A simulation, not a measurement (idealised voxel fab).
Process module, titled voxel gate over fins
For reference, the cross-section in this document is cut, with width 255 nm and square cells of 5 nm.
The cross-sections in this document take the form of a grid made of square cells. They are written out as bands, in order from top to bottom. Each band consists of one or more rows of cells. The entry gives the band's vertical extent as a top height and a bottom height in nm, then its horizontal make-up as materials from left to right, each with a width in nm. "air" stands for empty space; a single material marked "edge to edge" fills the band edge to edge. Heads up on the height convention: 0 is the point under which the incoming wafer is all one material, and the lowest band has no bottom, it just keeps going down, like "0..down". Quick explanation for "30 to 40": the width changes in equal steps down the rows of cells, from the first number in the band's top row to the second number in its bottom row. Given "remained the same" for a step, no cell of the cross-section differs between before and after that step. "Non-vented voids" means: voids of 8 cells or more that are shut off from the top with no open way through. Written width x height at distance, distance from the left edge, in nm. Where a step's line continues beyond its settings, the continuation is a remark by the simulator itself on that step. "overlay nm" denotes, for a step that has a mask, the displacement of the mask to the right of its planned place, with negative values corresponding to the left.

-- Here's what the planned process steps look like
1. RECEIVE (material Si)
2. CONFORMAL_DEP (material SiN; thk nm 10)
3. MASKED_ETCH (tone cover; mask id FINS; width nm 15; pitch nm 50; etch materials SiN; depth nm 10; overlay nm 0)
4. MASKED_ETCH (tone cover; mask id FINS; width nm 15; pitch nm 50; etch materials Si; depth nm 35; overlay nm 0)
5. OXIDIZE (depth nm 5)
6. FILL_DEP (material SiO2; thk nm 15)
7. CMP (height nm 10)
8. DIRECTIONAL_DEP (material aC; thk nm 10)
9. PATTERN (tone open; mask id RAIL; material resist; width nm 15; thk nm 30; overlay nm 0)
10. DIRECTIONAL_ETCH (etch materials aC; depth nm 10)
11. STRIP (etch materials resist)
12. DIRECTIONAL_ETCH (etch materials SiO2; depth nm 40)
13. STRIP (etch materials aC)
14. CONFORMAL_DEP (material TiN; thk nm 5)
15. FILL_DEP (material W; thk nm 10)
16. CMP (height nm 10)
17. SELECTIVE_ETCH (etch materials W Ru TiN; depth nm 30)
18. FILL_DEP (material SiO2; thk nm 5)
19. CMP (height nm 10)
20. SELECTIVE_ETCH (etch materials SiO2; depth nm 20)
21. STRIP (etch materials SiN)
22. CONFORMAL_DEP (material HfO2; thk nm 5)
23. CONFORMAL_DEP (material TiN; thk nm 5)
24. CONFORMAL_DEP (material TiAl; thk nm 5)
25. CONFORMAL_DEP (material TiN; thk nm 5)
26. FILL_DEP (material W; thk nm 15)
27. CMP (height nm 30)
28. CONFORMAL_DEP (material SiN; thk nm 5)

-- Wafer at receipt (post step 1), cross-section
	0..down: Si edge to edge
	Non-vented voids: none

-- Final wafer profile in cross-section after the module, from the same start and plan as above, with one mistake made during processing
	35..30: SiN edge to edge
	30..15: W edge to edge
	15..10: W 85; TiN 35; W 15; TiN 35; W 85
	10..5: W 85; TiN 5; TiAl 25; TiN 5; W 15; TiN 5; TiAl 25; TiN 5; W 85
	5..0: TiN 90; TiAl 5; HfO2 15; TiAl 5; TiN 25; TiAl 5; HfO2 15; TiAl 5; TiN 90
	0..-5: TiAl 95; HfO2 5; Si 5; HfO2 5; TiAl 35; HfO2 5; Si 5; HfO2 5; TiAl 95
	-5..-10: HfO2 100; Si 5; HfO2 45; Si 5; HfO2 100
	-10..-20: SiO2 100; Si 5; SiO2 45; Si 5; SiO2 100
	-20..-25: SiO2 100; Si 5; SiO2 15; TiN 5; W 5; TiN 5; SiO2 15; Si 5; SiO2 100
	-25..-30: SiO2 100; Si 5; SiO2 15; TiN 15; SiO2 15; Si 5; SiO2 100
	-30..-40: SiO2 100; Si 5; SiO2 45; Si 5; SiO2 100
	-40..down: Si edge to edge
	Non-vented voids: none
It is concluded that the wafer was processed incorrectly with respect to the plan, in that step 23 was left out
